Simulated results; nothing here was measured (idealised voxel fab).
You're looking at the process module voxel wiring stack.
FYI the section here is cut, 155 nm wide, cells are 5 nm squares.
Format of a cross-section: grid, square cells. Given as bands. Order: top down. Band: one or more rows of cells.
Each band's line starts with the height of the band's top and of its bottom, in nm. Then come its materials from left to right, each with its width in nm. One material with "all across" fills the band from edge to edge. "air" is empty space.
Height datum 0, below which the as-received substrate wafer is one material. Lowest band open at the bottom, running downward: "from 0 down".
The two numbers in a width such as "30->40" mark its ends across the band: the first belongs to the top row of cells, the second to the bottom row, and from each row to the next the width moves by the same amount.
Basically "no change" means that step didn't change any cell in the cross-section.
Listed in "Closed internal voids": every empty space of 8 or more cells without an open way to the top. Form: width x height at distance, the distance being from the left edge, all in nm.
The remark found on a step's line after its settings is issued by the simulator itself and pertains to that step.
overlay nm: mask right of planned place by this much (step with mask). Neg. = left.

Process steps - plan:
| 1 | op RECEIVE | material Si |
| 2 | op CONFORMAL_DEP | material SiO2 | thk nm 15 |
| 3 | op DIRECTIONAL_DEP | material TiN | thk nm 5 |
| 4 | op DIRECTIONAL_DEP | material W | thk nm 15 |
| 5 | op MASKED_ETCH | tone cover | mask id METAL_1 | width nm 20 | pitch nm 45 | etch materials W | depth nm 15 | overlay nm 0 |
| 6 | op MASKED_ETCH | tone cover | mask id METAL_1 | width nm 20 | pitch nm 45 | etch materials TiN | depth nm 5 | overlay nm 0 |
| 7 | op CONFORMAL_DEP | material SiN | thk nm 5 |
| 8 | op FILL_DEP | material lowk | thk nm 5 |
| 9 | op CMP | height nm 35 |
| 10 | op CONFORMAL_DEP | material SiCN | thk nm 5 |
| 11 | op DIRECTIONAL_DEP | material lowk | thk nm 15 |
| 12 | op PATTERN | tone open | mask id PLUG_1 | material resist | width nm 15 | pitch nm 90 | thk nm 15 | overlay nm 0 |
| 13 | op DIRECTIONAL_ETCH | etch materials lowk | depth nm 15 |
| 14 | op DIRECTIONAL_ETCH | etch materials SiCN | depth nm 5 |
| 15 | op STRIP | etch materials resist |
| 16 | op CONFORMAL_DEP | material TiN | thk nm 5 |
| 17 | op FILL_DEP | material W | thk nm 10 |
| 18 | op CMP | height nm 55 |
| 19 | op CONFORMAL_DEP | material SiN | thk nm 5 |
| 20 | op DIRECTIONAL_DEP | material SiO2 | thk nm 25 |
| 21 | op DIRECTIONAL_DEP | material aC | thk nm 15 |
| 22 | op PATTERN | tone open | mask id METAL_2 | material resist | width nm 20 | pitch nm 45 | thk nm 30 | overlay nm 0 |
| 23 | op DIRECTIONAL_ETCH | etch materials aC | depth nm 15 |
| 24 | op STRIP | etch materials resist |
| 25 | op DIRECTIONAL_ETCH | etch materials SiO2 | depth nm 25 |
| 26 | op DIRECTIONAL_ETCH | etch materials SiN | depth nm 5 |
| 27 | op STRIP | etch materials aC |
| 28 | op CONFORMAL_DEP | material TiN | thk nm 5 |
| 29 | op FILL_DEP | material W | thk nm 10 |
| 30 | op CMP | height nm 85 |
| 31 | op CONFORMAL_DEP | material SiCN | thk nm 5 |
| 32 | op DIRECTIONAL_DEP | material SiO2 | thk nm 20 |
| 33 | op DIRECTIONAL_DEP | material aC | thk nm 10 |
| 34 | op PATTERN | tone open | mask id PLUG_2 | material resist | width nm 15 | pitch nm 90 | thk nm 30 | overlay nm 0 |
| 35 | op DIRECTIONAL_ETCH | etch materials aC | depth nm 10 |
| 36 | op STRIP | etch materials resist |
| 37 | op DIRECTIONAL_ETCH | etch materials SiO2 | depth nm 20 |
| 38 | op DIRECTIONAL_ETCH | etch materials SiCN | depth nm 5 |
| 39 | op STRIP | etch materials aC |
| 40 | op EPI | material Ru | thk nm 10 |
| 41 | op EPI | material Ru | thk nm 10 |
| 42 | op EPI | material Ru | thk nm 5 |
| 43 | op CONFORMAL_DEP | material SiN | thk nm 5 |
| 44 | op DIRECTIONAL_DEP | material lowk | thk nm 25 |
| 45 | op MASKED_ETCH | tone open | mask id METAL_3 | width nm 20 | pitch nm 45 | etch materials lowk | depth nm 25 | overlay nm 0 |
| 46 | op MASKED_ETCH | tone open | mask id METAL_3 | width nm 20 | pitch nm 45 | etch materials SiN | depth nm 5 | overlay nm 0 |
| 47 | op CONFORMAL_DEP | material TiN | thk nm 5 |
| 48 | op FILL_DEP | material Cu | thk nm 10 |
| 49 | op CMP | height nm 140 |
| 50 | op CONFORMAL_DEP | material SiCN | thk nm 5 |
| 51 | op DIRECTIONAL_DEP | material lowk | thk nm 10 |
| 52 | op DIRECTIONAL_DEP | material aC | thk nm 10 |
| 53 | op PATTERN | tone open | mask id PLUG_3 | material resist | width nm 15 | pitch nm 45 | thk nm 25 | overlay nm 0 |
| 54 | op DIRECTIONAL_ETCH | etch materials aC | depth nm 10 |
| 55 | op STRIP | etch materials resist |
| 56 | op DIRECTIONAL_ETCH | etch materials lowk | depth nm 10 |
| 57 | op DIRECTIONAL_ETCH | etch materials SiCN | depth nm 5 |
| 58 | op STRIP | etch materials aC |
| 59 | op CONFORMAL_DEP | material TiN | thk nm 5 |
| 60 | op FILL_DEP | material W | thk nm 5 |
| 61 | op CMP | height nm 155 |
| 62 | op DIRECTIONAL_DEP | material TiN | thk nm 5 |
| 63 | op DIRECTIONAL_DEP | material W | thk nm 5 |
| 64 | op PATTERN | tone cover | mask id METAL_4 | material resist | width nm 20 | pitch nm 45 | thk nm 20 | overlay nm 0 |
| 65 | op DIRECTIONAL_ETCH | etch materials W | depth nm 15 |
| 66 | op DIRECTIONAL_ETCH | etch materials TiN | depth nm 5 |
| 67 | op STRIP | etch materials resist |
| 68 | op CONFORMAL_DEP | material SiCN | thk nm 5 |
| 69 | op FILL_DEP | material lowk | thk nm 5 |
| 70 | op CMP | height nm 175 |
| 71 | op CONFORMAL_DEP | material SiCN | thk nm 5 |
Across this set of wafers, the varied parameter is the thk nm of step 63. Starting conditions are identical for every wafer, and the plan reports the value assigned to the first wafer.

As received, i.e. after step 1: cross-section through the first of several wafers:
- from 0 down: Si all across
- Closed internal voids: none

End-of-module cross-section, first of several wafers, after last step 71:
- from 180 to 175: SiCN all across
- from 175 to 170: lowk all across
- from 170 to 165: 15 lowk | 30 SiCN | 15 lowk | 30 SiCN | 15 lowk | 30 SiCN | 20 lowk
- from 165 to 160: 15 lowk | 5 SiCN | 20 W | 5 SiCN | 15 lowk | 5 SiCN | 20 W | 5 SiCN | 15 lowk | 5 SiCN | 20 W | 5 SiCN | 20 lowk
- from 160 to 155: 20 SiCN | 20 TiN | 25 SiCN | 20 TiN | 25 SiCN | 20 TiN | 25 SiCN
- from 155 to 145: 20 lowk | 5 TiN | 5 W | 5 TiN | 30 lowk | 5 TiN | 5 W | 5 TiN | 30 lowk | 5 TiN | 5 W | 5 TiN | 30 lowk
- from 145 to 140: 20 SiCN | 15 TiN | 30 SiCN | 15 TiN | 30 SiCN | 15 TiN | 30 SiCN
- from 140 to 115: 20 lowk | 5 TiN | 10 Cu | 5 TiN | 25 lowk | 5 TiN | 10 Cu | 5 TiN | 25 lowk | 5 TiN | 10 Cu | 5 TiN | 25 lowk
- from 115 to 110: 20 SiN | 20 TiN | 25 SiN | 20 TiN | 25 SiN | 20 TiN | 25 SiN
- from 110 to 90: 20 SiO2 | 15 Ru | 75 SiO2 | 15 Ru | 30 SiO2
- from 90 to 85: 20 SiCN | 15 Ru | 75 SiCN | 15 Ru | 30 SiCN
- from 85 to 60: 20 SiO2 | 5 TiN | 10 W | 5 TiN | 25 SiO2 | 5 TiN | 10 W | 5 TiN | 25 SiO2 | 5 TiN | 10 W | 5 TiN | 25 SiO2
- from 60 to 55: 20 SiN | 20 TiN | 25 SiN | 20 TiN | 25 SiN | 20 TiN | 25 SiN
- from 55 to 40: 20 lowk | 5 TiN | 5 W | 5 TiN | 75 lowk | 5 TiN | 5 W | 5 TiN | 30 lowk
- from 40 to 35: 20 SiCN | 15 TiN | 75 SiCN | 15 TiN | 30 SiCN
- from 35 to 20: 15 lowk | 5 SiN | 20 W | 5 SiN | 15 lowk | 5 SiN | 20 W | 5 SiN | 15 lowk | 5 SiN | 20 W | 5 SiN | 20 lowk
- from 20 to 15: 20 SiN | 20 TiN | 25 SiN | 20 TiN | 25 SiN | 20 TiN | 25 SiN
- from 15 to 0: SiO2 all across
- from 0 down: Si all across
- Closed internal voids: none

Last wafer, end of module, cross-section:
- from 180 to 175: SiCN all across
- from 175 to 160: 15 lowk | 5 SiCN | 20 W | 5 SiCN | 15 lowk | 5 SiCN | 20 W | 5 SiCN | 15 lowk | 5 SiCN | 20 W | 5 SiCN | 20 lowk
- from 160 to 155: 20 SiCN | 20 TiN | 25 SiCN | 20 TiN | 25 SiCN | 20 TiN | 25 SiCN
- from 155 to 145: 20 lowk | 5 TiN | 5 W | 5 TiN | 30 lowk | 5 TiN | 5 W | 5 TiN | 30 lowk | 5 TiN | 5 W | 5 TiN | 30 lowk
- from 145 to 140: 20 SiCN | 15 TiN | 30 SiCN | 15 TiN | 30 SiCN | 15 TiN | 30 SiCN
- from 140 to 115: 20 lowk | 5 TiN | 10 Cu | 5 TiN | 25 lowk | 5 TiN | 10 Cu | 5 TiN | 25 lowk | 5 TiN | 10 Cu | 5 TiN | 25 lowk
- from 115 to 110: 20 SiN | 20 TiN | 25 SiN | 20 TiN | 25 SiN | 20 TiN | 25 SiN
- from 110 to 90: 20 SiO2 | 15 Ru | 75 SiO2 | 15 Ru | 30 SiO2
- from 90 to 85: 20 SiCN | 15 Ru | 75 SiCN | 15 Ru | 30 SiCN
- from 85 to 60: 20 SiO2 | 5 TiN | 10 W | 5 TiN | 25 SiO2 | 5 TiN | 10 W | 5 TiN | 25 SiO2 | 5 TiN | 10 W | 5 TiN | 25 SiO2
- from 60 to 55: 20 SiN | 20 TiN | 25 SiN | 20 TiN | 25 SiN | 20 TiN | 25 SiN
- from 55 to 40: 20 lowk | 5 TiN | 5 W | 5 TiN | 75 lowk | 5 TiN | 5 W | 5 TiN | 30 lowk
- from 40 to 35: 20 SiCN | 15 TiN | 75 SiCN | 15 TiN | 30 SiCN
- from 35 to 20: 15 lowk | 5 SiN | 20 W | 5 SiN | 15 lowk | 5 SiN | 20 W | 5 SiN | 15 lowk | 5 SiN | 20 W | 5 SiN | 20 lowk
- from 20 to 15: 20 SiN | 20 TiN | 25 SiN | 20 TiN | 25 SiN | 20 TiN | 25 SiN
- from 15 to 0: SiO2 all across
- from 0 down: Si all across
- Closed internal voids: none

End of module, by wafer: material-by-material cell gain (+) or loss (-) since receipt, then closed voids:
thk nm 5; +30 Cu; +30 Ru; +146 SiCN; +75 SiN; +288 SiO2; +147 TiN; +90 W; +310 lowk; Closed internal voids: none
thk nm 10; +30 Cu; +30 Ru; +152 SiCN; +75 SiN; +288 SiO2; +147 TiN; +102 W; +292 lowk; Closed internal voids: none
thk nm 15; +30 Cu; +30 Ru; +140 SiCN; +75 SiN; +288 SiO2; +147 TiN; +114 W; +292 lowk; Closed internal voids: none
